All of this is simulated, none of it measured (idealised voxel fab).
The document below concerns the process module designated voxel ribs on slabs.
Section cut is 245 nm wide and gridded with 5 nm square cells.
A cross-section is written here as square cells arranged in a grid, and it is given in bands from the top down, each band taking up one or more rows of cells.
Read a band's entry like this: the first values are the height of its top and the height of its bottom in nm, and what follows is the sequence of materials from left to right, each with its width in nm. Note that "air" is empty space, and that a single material marked "all across" reaches across the band from edge to edge.
Counting heights begins at 0, where everything beneath is, in the wafer as received, one material. The lowest band has no bottom; it goes on downwards, as "0 nm and below" shows.
Read "30..40" as a graded width: first number on top, second number at the bottom, same change between each pair of neighbouring rows.
Any step labelled "nothing different" changed none of the cells in the cross-section.
Basically, "closed voids" tells you about the enclosed voids: empty spaces with no open way to the top, 8 cells or bigger, each written width x height at distance, where distance is from the left edge, all in nm.
What comes after the settings on a step's line is commentary from the simulator itself on that step.
overlay nm: where the mask lay relative to plan, measured to the right, on steps with a mask; negatives go left.

## Below is the list of planned process steps
1 RECEIVE with material Si
2 DIRECTIONAL_DEP with material SiO2, thk nm 20
3 DIRECTIONAL_DEP with material SiN, thk nm 20
4 MASKED_ETCH with tone cover, mask id RIB, width nm 15, etch materials SiN, depth nm 10, overlay nm 0
5 MASKED_ETCH with tone cover, mask id SLAB, width nm 45, etch materials SiN, depth nm 10, overlay nm 0
6 FILL_DEP with material SiO2, thk nm 25
7 CMP with height nm 55
8 DIRECTIONAL_DEP with material W, thk nm 10
9 DIRECTIONAL_DEP with material aC, thk nm 15
10 PATTERN with tone cover, mask id HEATER, material resist, width nm 25, thk nm 30, overlay nm 0
11 DIRECTIONAL_ETCH with etch materials aC, depth nm 15
12 STRIP with etch materials resist
13 DIRECTIONAL_ETCH with etch materials W, depth nm 10
14 STRIP with etch materials aC
15 CONFORMAL_DEP with material SiO2, thk nm 5

## Run as planned: first of two wafers

## Shown in cross-section is the wafer as received, that is, as it stands after step 1
0 nm and below | Si all across
closed voids: none

## Wafer xsec, post step 2
20 nm to 0 nm | SiO2 all across
Whatever lies below 0 is exactly as it was before.

## Wafer xsec, post step 3
40 nm to 20 nm | SiN all across
Whatever lies below 20 is exactly as it was before.

## Wafer xsec, post step 4
40 nm to 30 nm | air 115  SiN 15  air 115
Whatever lies below 30 is exactly as it was before.

## Wafer xsec, post step 5
40 nm to 30 nm | air 115  SiN 15  air 115
30 nm to 20 nm | air 100  SiN 45  air 100
Whatever lies below 20 is exactly as it was before.

## Wafer xsec, post step 6
65 nm to 40 nm | SiO2 all across
40 nm to 30 nm | SiO2 115  SiN 15  SiO2 115
30 nm to 20 nm | SiO2 100  SiN 45  SiO2 100
Whatever lies below 20 is exactly as it was before.

## Wafer xsec, post step 7
55 nm to 40 nm | SiO2 all across
Whatever lies below 40 is exactly as it was before.

## Wafer xsec, post step 8
65 nm to 55 nm | W all across
Whatever lies below 55 is exactly as it was before.

## Wafer xsec, post step 9
80 nm to 65 nm | aC all across
Whatever lies below 65 is exactly as it was before.

## Wafer xsec, post step 10
110 nm to 80 nm | air 110  resist 25  air 110
Whatever lies below 80 is exactly as it was before.

## Wafer xsec, post step 11
95 nm to 80 nm | air 110  resist 25  air 110
80 nm to 65 nm | air 110  aC 25  air 110
Whatever lies below 65 is exactly as it was before.

## Wafer xsec, post step 12
80 nm to 65 nm | air 110  aC 25  air 110
Whatever lies below 65 is exactly as it was before.

## Wafer xsec, post step 13
80 nm to 65 nm | air 110  aC 25  air 110
65 nm to 55 nm | air 110  W 25  air 110
Whatever lies below 55 is exactly as it was before.

## Wafer xsec, post step 14
65 nm to 55 nm | air 110  W 25  air 110
Whatever lies below 55 is exactly as it was before.

## Wafer xsec, post step 15
70 nm to 65 nm | air 105  SiO2 35  air 105
65 nm to 60 nm | air 105  SiO2 5  W 25  SiO2 5  air 105
60 nm to 55 nm | SiO2 110  W 25  SiO2 110
Whatever lies below 55 is exactly as it was before.

## Wafer two of the pair: same origin, same plan, one error during the run; identical to wafer one up to and including step 3

## Second wafer, cross-section, planned end of step 4
40 nm to 30 nm | air 110  SiN 15  air 120
Whatever lies below 30 is exactly as it was before.

## Second wafer, cross-section, planned end of step 5
40 nm to 30 nm | air 110  SiN 15  air 120
30 nm to 20 nm | air 100  SiN 45  air 100
Whatever lies below 20 is exactly as it was before.

## Second wafer, cross-section, planned end of step 6
65 nm to 40 nm | SiO2 all across
40 nm to 30 nm | SiO2 110  SiN 15  SiO2 120
30 nm to 20 nm | SiO2 100  SiN 45  SiO2 100
Whatever lies below 20 is exactly as it was before.

## Second wafer, cross-section, planned end of step 7
55 nm to 40 nm | SiO2 all across
Whatever lies below 40 is exactly as it was before.

## Second wafer, cross-section, planned end of step 8
65 nm to 55 nm | W all across
Whatever lies below 55 is exactly as it was before.

## Second wafer, cross-section, planned end of step 9
80 nm to 65 nm | aC all across
Whatever lies below 65 is exactly as it was before.

## Second wafer, cross-section, planned end of step 10
110 nm to 80 nm | air 110  resist 25  air 110
Whatever lies below 80 is exactly as it was before.

## Second wafer, cross-section, planned end of step 11
95 nm to 80 nm | air 110  resist 25  air 110
80 nm to 65 nm | air 110  aC 25  air 110
Whatever lies below 65 is exactly as it was before.

## Second wafer, cross-section, planned end of step 12
80 nm to 65 nm | air 110  aC 25  air 110
Whatever lies below 65 is exactly as it was before.

## Second wafer, cross-section, planned end of step 13
80 nm to 65 nm | air 110  aC 25  air 110
65 nm to 55 nm | air 110  W 25  air 110
Whatever lies below 55 is exactly as it was before.

## Second wafer, cross-section, planned end of step 14
65 nm to 55 nm | air 110  W 25  air 110
Whatever lies below 55 is exactly as it was before.

## Second wafer, cross-section, planned end of step 15
70 nm to 65 nm | air 105  SiO2 35  air 105
65 nm to 60 nm | air 105  SiO2 5  W 25  SiO2 5  air 105
60 nm to 55 nm | SiO2 110  W 25  SiO2 110
Whatever lies below 55 is exactly as it was before.
Heads up, the wafer didn't run the way we planned it: step 4 was not run as planned; what actually ran was MASKED_ETCH with tone cover, mask id RIB, width nm 15, etch materials SiN, depth nm 10, overlay nm -5
Tallied in cells, the final second wafer holds each material in the same quantity as the first, although not at the same places.
